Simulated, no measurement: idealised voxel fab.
This section sets out a process module, namely voxel capacitor over wiring.
Section cut is 195 nm wide and gridded with 5 nm square cells.
Notation: cross-section as square-cell grid; stated in bands, top first, going down; one or more cell rows per band. It is stipulated that each band's entry specify, in nanometres, the height of the top of the band and then that of its bottom, followed by the materials of the band in left-to-right sequence, each together with its width in nanometres. A single material marked by the word "all across" is understood to fill the band from edge to edge; the word "empty" is understood to denote empty space. The reference from which all heights are counted is 0, the level beneath which the as-received wafer is entirely one material; the lowest band, having no lower bound, proceeds downward and is written after the example "0 and below". Note: "30..40" means the width goes from the first number (top row of the band) to the second number (bottom row) in equal steps per row of cells. No cell of the cross-section changed in a step that is given as "no change occurred". "Closed voids list" enumerates empty spaces isolated from the top, with no open way to it, that contain at least 8 cells, giving each as width x height at distance from the left edge, all three in nm. The remark found on a step's line after its settings is issued by the simulator itself and pertains to that step. What "overlay nm" on a step's line means: if the step has a mask, that mask lay this far to the right of its planned place, or, when the value is negative, to the left.
Intended process steps
1,RECEIVE,material Si
2,CONFORMAL_DEP,material SiO2,thk nm 10
3,DIRECTIONAL_DEP,material TiN,thk nm 5
4,DIRECTIONAL_DEP,material W,thk nm 25
5,PATTERN,tone cover,mask id METAL_1,material resist,width nm 25,pitch nm 90,thk nm 15,overlay nm 0
6,DIRECTIONAL_ETCH,etch materials W,depth nm 25
7,DIRECTIONAL_ETCH,etch materials TiN,depth nm 5
8,STRIP,etch materials resist
9,CONFORMAL_DEP,material SiN,thk nm 5
10,FILL_DEP,material SiO2,thk nm 5
11,CMP,height nm 40
12,CONFORMAL_DEP,material SiCN,thk nm 5
13,DIRECTIONAL_DEP,material SiO2,thk nm 20
14,DIRECTIONAL_DEP,material aC,thk nm 5
15,PATTERN,tone open,mask id PLUG_1,material resist,width nm 15,thk nm 35,overlay nm 0
16,DIRECTIONAL_ETCH,etch materials aC,depth nm 15
17,STRIP,etch materials resist
18,DIRECTIONAL_ETCH,etch materials SiO2,depth nm 20
19,DIRECTIONAL_ETCH,etch materials SiCN,depth nm 5
20,STRIP,etch materials aC
21,EPI,material Ru,thk nm 10
22,EPI,material Ru,thk nm 10
23,EPI,material Ru,thk nm 5
24,DIRECTIONAL_DEP,material TiN,thk nm 5
25,DIRECTIONAL_DEP,material Al2O3,thk nm 5
26,DIRECTIONAL_DEP,material TiN,thk nm 10
27,MASKED_ETCH,tone cover,mask id UPPER_PLATE,width nm 70,etch materials TiN,depth nm 10,overlay nm 0
28,MASKED_ETCH,tone cover,mask id UPPER_PLATE,width nm 70,etch materials Al2O3,depth nm 5,overlay nm 0
29,MASKED_ETCH,tone cover,mask id LOWER_PLATE,width nm 80,etch materials TiN,depth nm 5,overlay nm 0
30,FILL_DEP,material SiO2,thk nm 20
31,CMP,height nm 100
32,MASKED_ETCH,tone open,mask id PLUG_2,width nm 15,etch materials SiO2,depth nm 15,overlay nm 0
33,CONFORMAL_DEP,material TiN,thk nm 5
34,FILL_DEP,material Ru,thk nm 5
35,CMP,height nm 100
36,CONFORMAL_DEP,material SiCN,thk nm 5
Keep in mind the plan's value for the thk nm of step 14 comes from the first wafer; the wafers don't share that setting, but they do share the same starting point.
Cross-section of the first of several wafers on receipt, reflecting completion of step 1
	0 and below = Si all across
	Closed voids list: none
First of several wafers in cross-section at module end, following the final step, step 36
	105 down to 100 = SiCN all across
	100 down to 90 = SiO2 (60) / TiN (5) / Ru (5) / TiN (5) / SiO2 (120)
	90 down to 85 = SiO2 (60) / TiN (15) / SiO2 (120)
	85 down to 75 = SiO2 (50) / TiN (70) / SiO2 (75)
	75 down to 70 = SiO2 (50) / Al2O3 (70) / SiO2 (75)
	70 down to 65 = SiO2 (45) / TiN (80) / SiO2 (70)
	65 down to 45 = SiO2 (50) / Ru (15) / SiO2 (130)
	45 down to 40 = SiCN (50) / Ru (15) / SiCN (130)
	40 down to 15 = SiO2 (35) / SiN (5) / W (25) / SiN (5) / SiO2 (55) / SiN (5) / W (25) / SiN (5) / SiO2 (35)
	15 down to 10 = SiN (40) / TiN (25) / SiN (65) / TiN (25) / SiN (40)
	10 down to 0 = SiO2 all across
	0 and below = Si all across
	Closed voids list: none
Last wafer, end of module, cross-section
	105 down to 100 = SiCN all across
	100 down to 90 = SiO2 (60) / TiN (5) / Ru (5) / TiN (5) / SiO2 (120)
	90 down to 85 = SiO2 (60) / TiN (15) / SiO2 (120)
	85 down to 75 = SiO2 (50) / TiN (70) / SiO2 (75)
	75 down to 70 = SiO2 (50) / Al2O3 (70) / SiO2 (75)
	70 down to 65 = SiO2 (45) / TiN (80) / SiO2 (70)
	65 down to 45 = SiO2 all across
	45 down to 40 = SiCN all across
	40 down to 15 = SiO2 (35) / SiN (5) / W (25) / SiN (5) / SiO2 (55) / SiN (5) / W (25) / SiN (5) / SiO2 (35)
	15 down to 10 = SiN (40) / TiN (25) / SiN (65) / TiN (25) / SiN (40)
	10 down to 0 = SiO2 all across
	0 and below = Si all across
	Closed voids list: none
Per wafer, end of module: cells gained (+) or lost (-) per material since receipt, then closed voids
thk nm 5; +14 Al2O3; +17 Ru; +75 SiCN; +49 SiN; +553 SiO2; +61 TiN; +50 W; Closed voids list: none
thk nm 10; +14 Al2O3; +17 Ru; +75 SiCN; +49 SiN; +553 SiO2; +61 TiN; +50 W; Closed voids list: none
thk nm 15; +14 Al2O3; +17 Ru; +75 SiCN; +49 SiN; +553 SiO2; +61 TiN; +50 W; Closed voids list: none
thk nm 20; +14 Al2O3; +2 Ru; +78 SiCN; +49 SiN; +565 SiO2; +61 TiN; +50 W; Closed voids list: none
thk nm 25; +14 Al2O3; +2 Ru; +78 SiCN; +49 SiN; +565 SiO2; +61 TiN; +50 W; Closed voids list: none
thk nm 30; +14 Al2O3; +2 Ru; +78 SiCN; +49 SiN; +565 SiO2; +61 TiN; +50 W; Closed voids list: none
